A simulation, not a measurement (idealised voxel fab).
This section sets out a process module, namely voxel transistor to metal.
Each square cell in cross-section cut measures 5 nm, and the section as a whole is 175 nm wide.
Square cells in a grid make up a cross-section in this document, and the grid is given as bands, listed from the top down, each one or more rows of cells. A band entry consists of two parts. The first gives the height of the band's top and the height of its bottom, in nm. The rest lists the band's materials from left to right, each with its width in nm. A single material labelled with the word "full width" fills the band from edge to edge, and the word "air" marks empty space. Zero point of the height axis is 0; under it, received wafer = one material. Lowest band: continues down indefinitely, "0..down". The width entry "30..40" should be interpreted row by row: the top row of cells in the band takes the first number, the bottom row takes the second number, and the change between adjacent rows is uniform throughout. Given "no modification" for a step, no cell of the cross-section differs between before and after that step. What "Completely enclosed voids" gives you is every empty space of 8 cells or more that is cut off from the top. Each appears as width x height at distance, with the distance taken from the left edge and width, height and distance all in nm. Past the settings on a step's line: simulator remark, on that step. "overlay nm", when on a step's line for a step with a mask, measures how far to the right of its planned place the mask lay; a negative measure means to the left.
-- Intended process steps
1: RECEIVE (material Si)
2: OXIDIZE (depth nm 5)
3: CONFORMAL_DEP (material SiN; thk nm 15)
4: PATTERN (tone cover; mask id ACTIVE; material resist; width nm 135; thk nm 20; overlay nm 0)
5: DIRECTIONAL_ETCH (etch materials SiN; depth nm 15)
6: DIRECTIONAL_ETCH (etch materials SiO2; depth nm 5)
7: DIRECTIONAL_ETCH (etch materials Si; depth nm 25)
8: STRIP (etch materials resist)
9: FILL_DEP (material SiO2; thk nm 15)
10: CMP (height nm 15)
11: SELECTIVE_ETCH (etch materials SiO2; depth nm 10)
12: STRIP (etch materials SiN)
13: SELECTIVE_ETCH (etch materials SiO2; depth nm 5)
14: OXIDIZE (depth nm 5)
15: DIRECTIONAL_DEP (material polySi; thk nm 30)
16: DIRECTIONAL_DEP (material SiCN; thk nm 15)
17: PATTERN (tone cover; mask id GATE; material resist; width nm 35; thk nm 20; overlay nm 0)
18: DIRECTIONAL_ETCH (etch materials SiCN; depth nm 25)
19: DIRECTIONAL_ETCH (etch materials polySi; depth nm 40)
20: STRIP (etch materials resist)
21: CONFORMAL_DEP (material SiO2; thk nm 5)
22: DIRECTIONAL_ETCH (etch materials SiO2; depth nm 5)
23: CONFORMAL_DEP (material SiN; thk nm 10)
24: DIRECTIONAL_ETCH (etch materials SiN; depth nm 10)
25: DIRECTIONAL_ETCH (etch materials SiO2; depth nm 5)
26: DIRECTIONAL_ETCH (etch materials Si; depth nm 15)
27: EPI (material nSi; thk nm 15)
28: FILL_DEP (material SiO2; thk nm 5)
29: CMP (height nm 25)
30: STRIP (etch materials polySi)
31: SELECTIVE_ETCH (etch materials SiO2; depth nm 5)
32: CONFORMAL_DEP (material HfO2; thk nm 5)
33: CONFORMAL_DEP (material TiN; thk nm 5)
34: FILL_DEP (material W; thk nm 5)
35: CMP (height nm 20)
36: DIRECTIONAL_DEP (material SiO2; thk nm 10)
37: MASKED_ETCH (tone open; mask id CONTACT; width nm 20; pitch nm 95; etch materials SiO2; depth nm 25; overlay nm 0)
38: CONFORMAL_DEP (material TiN; thk nm 5)
39: FILL_DEP (material W; thk nm 10)
40: CMP (height nm 30)
41: DIRECTIONAL_DEP (material TiN; thk nm 5)
42: DIRECTIONAL_DEP (material W; thk nm 15)
43: DIRECTIONAL_DEP (material aC; thk nm 10)
44: PATTERN (tone cover; mask id METAL_1; material resist; width nm 20; pitch nm 95; thk nm 30; overlay nm 0)
45: DIRECTIONAL_ETCH (etch materials aC; depth nm 10)
46: STRIP (etch materials resist)
47: DIRECTIONAL_ETCH (etch materials W; depth nm 15)
48: DIRECTIONAL_ETCH (etch materials TiN; depth nm 5)
49: STRIP (etch materials aC)
50: CONFORMAL_DEP (material SiCN; thk nm 5)
51: FILL_DEP (material lowk; thk nm 10)
52: CMP (height nm 50)
53: CONFORMAL_DEP (material SiCN; thk nm 5)
-- So this is the incoming wafer in cross-section - it's already been through step 1
  0..down = Si full width
  Completely enclosed voids: none
-- Final cross-section, module run with one mistake (start and plan as above)
  55..50 = SiCN full width
  50..35 = 25 of lowk, then 5 of SiCN, then 20 of W, then 5 of SiCN, then 65 of lowk, then 5 of SiCN, then 20 of W, then 5 of SiCN, then 25 of lowk
  35..30 = 30 of SiCN, then 20 of TiN, then 75 of SiCN, then 20 of TiN, then 30 of SiCN
  30..20 = 30 of SiO2, then 5 of TiN, then 10 of W, then 5 of TiN, then 75 of SiO2, then 5 of TiN, then 10 of W, then 5 of TiN, then 30 of SiO2
  20..10 = 30 of SiO2, then 5 of TiN, then 10 of W, then 5 of TiN, then 5 of SiO2, then 10 of SiN, then 5 of HfO2, then 5 of TiN, then 25 of W, then 5 of TiN, then 5 of HfO2, then 10 of SiN, then 5 of SiO2, then 5 of TiN, then 10 of W, then 5 of TiN, then 30 of SiO2
  10..5 = 30 of SiO2, then 20 of TiN, then 5 of SiO2, then 10 of SiN, then 5 of HfO2, then 5 of TiN, then 25 of W, then 5 of TiN, then 5 of HfO2, then 10 of SiN, then 5 of SiO2, then 20 of TiN, then 30 of SiO2
  5..0 = 25 of SiO2, then 30 of nSi, then 10 of SiN, then 5 of HfO2, then 5 of TiN, then 25 of W, then 5 of TiN, then 5 of HfO2, then 10 of SiN, then 35 of nSi, then 20 of SiO2
  0..-5 = 20 of SiO2, then 10 of SiN, then 25 of nSi, then 10 of SiN, then 5 of HfO2, then 35 of TiN, then 5 of HfO2, then 10 of SiN, then 30 of nSi, then 10 of SiN, then 15 of SiO2
  -5..-10 = 30 of SiO2, then 25 of nSi, then 10 of SiO2, then 45 of HfO2, then 10 of SiO2, then 30 of nSi, then 25 of SiO2
  -10..-25 = 20 of SiO2, then 10 of Si, then 25 of nSi, then 65 of Si, then 30 of nSi, then 10 of Si, then 15 of SiO2
  -25..-30 = 20 of SiO2, then 140 of Si, then 15 of SiO2
  -30..down = Si full width
  Completely enclosed voids: none
So what did we get wrong on this run? step 4, actual vs plan mismatch, actual run PATTERN (tone cover; mask id ACTIVE; material resist; width nm 140; thk nm 20; overlay nm 0)
